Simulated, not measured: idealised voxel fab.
Process module name: voxel gate over fins
Xsec cut, 300 nm wide, square cell size 5 nm.
How to read a cross-section here: the picture is a grid of square cells, written as bands going from the top down, and any band can span one or more rows of cells.
Look at the band entry: it leads with the top's height and the bottom's height in nm. Then it lists the materials left to right, with a width in nm for each. The word "all across" on a single material says that material fills the band edge to edge. The word "blank" is empty space.
Heights from 0 (as-received wafer is one material below). Bottom band endless downward, as "from 0 down".
A width such as "30..40" changes by the same amount from each row of cells to the next, from the band's top row to its bottom row.
The cross-section has no changed cell in any step marked "everything unchanged".
"Closed void roster" lists enclosed empty spaces (at least 8 cells, no open path upward to the top), each as width x height at distance from the left edge, in nm.
That trailing text on a step's line, after the settings, is the simulator's own remark on the step.
overlay nm: step with mask; distance mask lay right of planned place; negative value = left of planned place.

[Steps in the process plan]
1) RECEIVE, material Si
2) CONFORMAL_DEP, material SiN, thk nm 10
3) PATTERN, tone cover, mask id FINS, material resist, width nm 15, pitch nm 40, thk nm 15, overlay nm 0
4) DIRECTIONAL_ETCH, etch materials SiN, depth nm 10
5) DIRECTIONAL_ETCH, etch materials Si, depth nm 30
6) STRIP, etch materials resist
7) OXIDIZE, depth nm 5
8) FILL_DEP, material SiO2, thk nm 15
9) CMP, height nm 10
10) SELECTIVE_ETCH, etch materials SiO2, depth nm 20
11) STRIP, etch materials SiN
12) CONFORMAL_DEP, material HfO2, thk nm 5
13) CONFORMAL_DEP, material TiN, thk nm 5
14) CONFORMAL_DEP, material TiAl, thk nm 5
15) CONFORMAL_DEP, material TiN, thk nm 5
16) FILL_DEP, material W, thk nm 10
17) CMP, height nm 25
18) CONFORMAL_DEP, material SiN, thk nm 10

[This is the cross-section of the wafer as we received it, i.e. after step 1]
> from 0 down | Si all across
> Closed void roster: none

[First wafer of two, sectioned at end of module; run went per plan]
> from 35 to 25 | SiN all across
> from 25 to 20 | W all across
> from 20 to 15 | 105 nm W, 85 nm TiN, 110 nm W
> from 15 to 10 | 105 nm W, 5 nm TiN, 35 nm TiAl, 5 nm TiN, 35 nm TiAl, 5 nm TiN, 110 nm W
> from 10 to 5 | 110 nm TiN, 5 nm TiAl, 25 nm TiN, 5 nm TiAl, 5 nm TiN, 5 nm TiAl, 25 nm TiN, 5 nm TiAl, 115 nm TiN
> from 5 to 0 | 115 nm TiAl, 5 nm TiN, 15 nm HfO2, 5 nm TiN, 15 nm TiAl, 5 nm TiN, 15 nm HfO2, 5 nm TiN, 120 nm TiAl
> from 0 to -5 | 120 nm TiN, 5 nm HfO2, 5 nm Si, 5 nm HfO2, 25 nm TiN, 5 nm HfO2, 5 nm Si, 5 nm HfO2, 125 nm TiN
> from -5 to -10 | 125 nm HfO2, 5 nm Si, 35 nm HfO2, 5 nm Si, 130 nm HfO2
> from -10 to -35 | 125 nm SiO2, 5 nm Si, 35 nm SiO2, 5 nm Si, 130 nm SiO2
> from -35 down | Si all across
> Closed void roster: none

[Second of two wafers, module complete, sectioned: it shares the first wafer's start and plan but was run with one mistake]
> from 35 to 25 | SiN all across
> from 25 to 20 | W all across
> from 20 to 15 | TiN all across
> from 15 to 10 | TiAl all across
> from 10 to 5 | 125 nm TiN, 5 nm TiAl, 35 nm TiN, 5 nm TiAl, 130 nm TiN
> from 5 to 0 | 120 nm HfO2, 5 nm TiN, 5 nm TiAl, 5 nm TiN, 25 nm HfO2, 5 nm TiN, 5 nm TiAl, 5 nm TiN, 125 nm HfO2
> from 0 to -5 | 115 nm Si, 5 nm HfO2, 15 nm TiN, 5 nm HfO2, 15 nm Si, 5 nm HfO2, 15 nm TiN, 5 nm HfO2, 120 nm Si
> from -5 to -10 | 115 nm Si, 25 nm HfO2, 15 nm Si, 25 nm HfO2, 120 nm Si
> from -10 to -35 | 115 nm Si, 25 nm SiO2, 15 nm Si, 25 nm SiO2, 120 nm Si
> from -35 down | Si all across
> Closed void roster: none
Where did the run depart from the plan? step 3, actual vs plan mismatch, actual run PATTERN, tone open, mask id FINS, material resist, width nm 15, pitch nm 40, thk nm 15, overlay nm 0
FYI, end of process, the second wafer has more or fewer cells of some materials than the first: 336 more of Si, 240 fewer of SiO2, 4 fewer of TiAl, 6 fewer of TiN, 86 fewer of W
